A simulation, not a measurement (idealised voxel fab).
process module | voxel self aligned vias
The cross-section on display is named cut; it measures 190 nm wide, and its cells are 5 nm squares.
Just so we're on the same page, the cross-sections are grids of square cells, and they're listed out in bands top to bottom, each band one or more rows deep. Look at the band entry: it leads with the top's height and the bottom's height in nm. Then it lists the materials left to right, with a width in nm for each. The word "throughout" on a single material says that material fills the band edge to edge. The word "empty" is empty space. Basically, 0 is our baseline, since under it the wafer straight out of the box is all one material. The bottom band has no lower end and keeps on going down, so it looks like "0..down". You'd read "30->40" like this: the band's top row of cells is as wide as the first number, its bottom row is as wide as the second, and going down, every row changes width by the same amount as the row before did. The cross-section has no changed cell in any step marked "same as before". For the entry "Unvented voids", the listed items are empty spaces with no open way to the top whose size is 8 cells or more; each item follows the pattern width x height at distance, where distance is from the left edge and all three are in nm. Past the settings on a step's line: simulator remark, on that step. "overlay nm" answers the question of how far to the right of plan the mask lay on a step that has a mask, and when it is negative the answer is to the left.

Here's what the planned process steps look like
1,op RECEIVE | material Si
2,op CONFORMAL_DEP | material SiO2 | thk nm 10
3,op CONFORMAL_DEP | material SiCN | thk nm 5
4,op DIRECTIONAL_DEP | material SiO2 | thk nm 25
5,op PATTERN | tone open | mask id LINES | material resist | width nm 25 | pitch nm 70 | thk nm 15 | overlay nm 0
6,op DIRECTIONAL_ETCH | etch materials SiO2 | depth nm 25
7,op STRIP | etch materials resist
8,op CONFORMAL_DEP | material TiN | thk nm 5
9,op FILL_DEP | material W | thk nm 10
10,op CMP | height nm 40
11,op SELECTIVE_ETCH | etch materials W Ru TiN | depth nm 5
12,op FILL_DEP | material SiN | thk nm 5
13,op CMP | height nm 40
14,op DIRECTIONAL_DEP | material SiO2 | thk nm 20
15,op MASKED_ETCH | tone open | mask id VIAS | width nm 45 | etch materials SiO2 | depth nm 20 | overlay nm 0
16,op MASKED_ETCH | tone open | mask id VIAS | width nm 45 | etch materials SiN | depth nm 5 | overlay nm 0
17,op CONFORMAL_DEP | material TiN | thk nm 5
18,op FILL_DEP | material Ru | thk nm 5
19,op CMP | height nm 60
20,op CONFORMAL_DEP | material SiCN | thk nm 5

First of two wafers, with the run carried out as planned

Wafer at receipt (post step 1), cross-section
  0..down | Si throughout
  Unvented voids: none

Upon completion of step 2, the wafer appears in cross-section as shown
  10..0 | SiO2 throughout
  below 0: unchanged

Upon completion of step 3, the wafer appears in cross-section as shown
  15..10 | SiCN throughout
  below 10: unchanged

Upon completion of step 4, the wafer appears in cross-section as shown
  40..15 | SiO2 throughout
  below 15: unchanged

Upon completion of step 5, the wafer appears in cross-section as shown
  55..40 | resist: 45, then empty: 25, then resist: 45, then empty: 25, then resist: 50
  below 40: unchanged

Upon completion of step 6, the wafer appears in cross-section as shown
  55..40 | resist: 45, then empty: 25, then resist: 45, then empty: 25, then resist: 50
  40..15 | SiO2: 45, then empty: 25, then SiO2: 45, then empty: 25, then SiO2: 50
  below 15: unchanged

Upon completion of step 7, the wafer appears in cross-section as shown
  40..15 | SiO2: 45, then empty: 25, then SiO2: 45, then empty: 25, then SiO2: 50
  below 15: unchanged

Upon completion of step 8, the wafer appears in cross-section as shown
  45..40 | TiN: 50, then empty: 15, then TiN: 55, then empty: 15, then TiN: 55
  40..20 | SiO2: 45, then TiN: 5, then empty: 15, then TiN: 5, then SiO2: 45, then TiN: 5, then empty: 15, then TiN: 5, then SiO2: 50
  20..15 | SiO2: 45, then TiN: 25, then SiO2: 45, then TiN: 25, then SiO2: 50
  below 15: unchanged

Upon completion of step 9, the wafer appears in cross-section as shown
  55..45 | W throughout
  45..40 | TiN: 50, then W: 15, then TiN: 55, then W: 15, then TiN: 55
  40..20 | SiO2: 45, then TiN: 5, then W: 15, then TiN: 5, then SiO2: 45, then TiN: 5, then W: 15, then TiN: 5, then SiO2: 50
  below 20: unchanged

Upon completion of step 10, the wafer appears in cross-section as shown
  40..20 | SiO2: 45, then TiN: 5, then W: 15, then TiN: 5, then SiO2: 45, then TiN: 5, then W: 15, then TiN: 5, then SiO2: 50
  below 20: unchanged

Upon completion of step 11, the wafer appears in cross-section as shown
  40..35 | SiO2: 45, then empty: 25, then SiO2: 45, then empty: 25, then SiO2: 50
  below 35: unchanged

Upon completion of step 12, the wafer appears in cross-section as shown
  45..40 | SiN throughout
  40..35 | SiO2: 45, then SiN: 25, then SiO2: 45, then SiN: 25, then SiO2: 50
  below 35: unchanged

Upon completion of step 13, the wafer appears in cross-section as shown
  40..35 | SiO2: 45, then SiN: 25, then SiO2: 45, then SiN: 25, then SiO2: 50
  below 35: unchanged

Upon completion of step 14, the wafer appears in cross-section as shown
  60..40 | SiO2 throughout
  below 40: unchanged

Upon completion of step 15, the wafer appears in cross-section as shown
  60..40 | SiO2: 35, then empty: 45, then SiO2: 110
  below 40: unchanged

Upon completion of step 16, the wafer appears in cross-section as shown
  60..40 | SiO2: 35, then empty: 45, then SiO2: 110
  40..35 | SiO2: 45, then empty: 25, then SiO2: 45, then SiN: 25, then SiO2: 50
  below 35: unchanged

Upon completion of step 17, the wafer appears in cross-section as shown
  65..60 | TiN: 40, then empty: 35, then TiN: 115
  60..45 | SiO2: 35, then TiN: 5, then empty: 35, then TiN: 5, then SiO2: 110
  45..40 | SiO2: 35, then TiN: 15, then empty: 15, then TiN: 15, then SiO2: 110
  40..35 | SiO2: 45, then TiN: 25, then SiO2: 45, then SiN: 25, then SiO2: 50
  below 35: unchanged

Upon completion of step 18, the wafer appears in cross-section as shown
  70..65 | Ru throughout
  65..60 | TiN: 40, then Ru: 35, then TiN: 115
  60..45 | SiO2: 35, then TiN: 5, then Ru: 35, then TiN: 5, then SiO2: 110
  45..40 | SiO2: 35, then TiN: 15, then Ru: 15, then TiN: 15, then SiO2: 110
  below 40: unchanged

Upon completion of step 19, the wafer appears in cross-section as shown
  60..45 | SiO2: 35, then TiN: 5, then Ru: 35, then TiN: 5, then SiO2: 110
  below 45: unchanged

Upon completion of step 20, the wafer appears in cross-section as shown
  65..60 | SiCN throughout
  below 60: unchanged

What follows concerns the second wafer, which started out like the first and was meant to follow the very same plan; one mistake crept in when it was run, but everything up to and including step 14 is the same as for the first wafer

Second wafer shown in cross-section at the time step 15 was slated to end
  60..40 | SiO2: 35, then empty: 45, then SiO2: 110
  40..35 | SiO2: 35, then empty: 10, then SiN: 25, then empty: 10, then SiO2: 35, then SiN: 25, then SiO2: 50
  35..20 | SiO2: 35, then empty: 10, then TiN: 5, then W: 15, then TiN: 5, then empty: 10, then SiO2: 35, then TiN: 5, then W: 15, then TiN: 5, then SiO2: 50
  below 20: unchanged

Second wafer shown in cross-section at the time step 16 was slated to end
  60..40 | SiO2: 35, then empty: 45, then SiO2: 110
  40..35 | SiO2: 35, then empty: 45, then SiO2: 35, then SiN: 25, then SiO2: 50
  below 35: unchanged

Second wafer shown in cross-section at the time step 17 was slated to end
  65..60 | TiN: 40, then empty: 35, then TiN: 115
  60..40 | SiO2: 35, then TiN: 5, then empty: 35, then TiN: 5, then SiO2: 110
  40..35 | SiO2: 35, then TiN: 45, then SiO2: 35, then SiN: 25, then SiO2: 50
  35..20 | SiO2: 35, then TiN: 15, then W: 15, then TiN: 15, then SiO2: 35, then TiN: 5, then W: 15, then TiN: 5, then SiO2: 50
  below 20: unchanged

Second wafer shown in cross-section at the time step 18 was slated to end
  70..65 | Ru throughout
  65..60 | TiN: 40, then Ru: 35, then TiN: 115
  60..40 | SiO2: 35, then TiN: 5, then Ru: 35, then TiN: 5, then SiO2: 110
  below 40: unchanged

Second wafer shown in cross-section at the time step 19 was slated to end
  60..40 | SiO2: 35, then TiN: 5, then Ru: 35, then TiN: 5, then SiO2: 110
  below 40: unchanged

Second wafer shown in cross-section at the time step 20 was slated to end
  65..60 | SiCN throughout
  below 60: unchanged
What was done differently from what was planned? the plan had its step 15 run twice
The final cell counts differ between the wafers, with the second having more or fewer of some materials than the first: 4 more of Ru; 16 fewer of SiO2; 12 more of TiN
